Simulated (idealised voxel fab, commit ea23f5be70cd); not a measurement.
A process module follows: voxel air gaps.
For reference, the cross-section in this document is cut, with width 175 nm and square cells of 5 nm.
Each cross-section below is a grid of square cells, stated as bands in top-down order, with one or more rows of cells making up each band. Band: top and bottom heights (nm) first, top before bottom; then materials from left to right, widths in nm. "full width" marks a sole material filling the band edge to edge. "air" denotes empty space. Height reference: 0 = level under which incoming wafer is all one material. Lowest band: no bottom, runs on downward, e.g. "0 nm and below". Quick explanation for "30 to 40": the width changes in equal steps down the rows of cells, from the first number in the band's top row to the second number in its bottom row. Where the words "nothing got changed" appear for a step, the cross-section shows no cell changed by that step; every cell remained as before. Closed empty spaces (no open way to the top) of 8 cells or more are what "Voids lacking openings" lists, each as width x height at distance from the left edge, nm for all three. Step line, after settings: the simulator's comment on this step. What "overlay nm" on a step's line means: if the step has a mask, that mask lay this far to the right of its planned place, or, when the value is negative, to the left.
plan:
1 op RECEIVE | material Si
2 op CONFORMAL_DEP | material SiO2 | thk nm 10
3 op CONFORMAL_DEP | material SiN | thk nm 5
4 op DIRECTIONAL_DEP | material lowk | thk nm 40
5 op PATTERN | tone open | mask id LINES | material resist | width nm 20 | pitch nm 45 | thk nm 20 | overlay nm 0
6 op DIRECTIONAL_ETCH | etch materials lowk | depth nm 40
7 op STRIP | etch materials resist
8 op CONFORMAL_DEP | material TiN | thk nm 5
9 op FILL_DEP | material Cu | thk nm 10
10 op CMP | height nm 55
11 op EPI | material Ru | thk nm 10
12 op SELECTIVE_ETCH | etch materials lowk | depth nm 50
13 op CONFORMAL_DEP | material SiN | thk nm 5
So this is the incoming wafer in cross-section - it's already been through step 1:
0 nm and below | Si full width
Voids lacking openings: none
Run as planned - first of the two wafers cross-sectioned at the end of the module:
70 nm to 65 nm | air 15 nm, then SiN 140 nm, then air 20 nm
65 nm to 55 nm | air 15 nm, then SiN 5 nm, then Ru 40 nm, then SiN 5 nm, then Ru 40 nm, then SiN 5 nm, then Ru 40 nm, then SiN 5 nm, then air 20 nm
55 nm to 50 nm | air 15 nm, then SiN 15 nm, then TiN 5 nm, then Cu 10 nm, then TiN 5 nm, then SiN 25 nm, then TiN 5 nm, then Cu 10 nm, then TiN 5 nm, then SiN 25 nm, then TiN 5 nm, then Cu 10 nm, then TiN 5 nm, then SiN 15 nm, then air 20 nm
50 nm to 20 nm | air 25 nm, then SiN 5 nm, then TiN 5 nm, then Cu 10 nm, then TiN 5 nm, then SiN 5 nm, then air 15 nm, then SiN 5 nm, then TiN 5 nm, then Cu 10 nm, then TiN 5 nm, then SiN 5 nm, then air 15 nm, then SiN 5 nm, then TiN 5 nm, then Cu 10 nm, then TiN 5 nm, then SiN 5 nm, then air 30 nm
20 nm to 15 nm | SiN 30 nm, then TiN 20 nm, then SiN 25 nm, then TiN 20 nm, then SiN 25 nm, then TiN 20 nm, then SiN 35 nm
15 nm to 10 nm | SiN full width
10 nm to 0 nm | SiO2 full width
0 nm and below | Si full width
Voids lacking openings: 15 x 30 at 55; 15 x 30 at 100
This cross-section belongs to the second wafer of two at the end of the module; the start and the plan were shared with the first, and the run included one mistake:
65 nm to 55 nm | air 20 nm, then Ru 40 nm, then air 5 nm, then Ru 40 nm, then air 5 nm, then Ru 40 nm, then air 25 nm
55 nm to 20 nm | air 30 nm, then TiN 5 nm, then Cu 10 nm, then TiN 5 nm, then air 25 nm, then TiN 5 nm, then Cu 10 nm, then TiN 5 nm, then air 25 nm, then TiN 5 nm, then Cu 10 nm, then TiN 5 nm, then air 35 nm
20 nm to 15 nm | air 30 nm, then TiN 20 nm, then air 25 nm, then TiN 20 nm, then air 25 nm, then TiN 20 nm, then air 35 nm
15 nm to 10 nm | SiN full width
10 nm to 0 nm | SiO2 full width
0 nm and below | Si full width
Voids lacking openings: none
Run error: not run: step 13 of the plan (skipped)
The final cell counts differ between the wafers, with the second having more or fewer of some materials than the first: SiN: 111 fewer
Quick summary for you: first wafer finishes at 2 closed voids, second at 0.
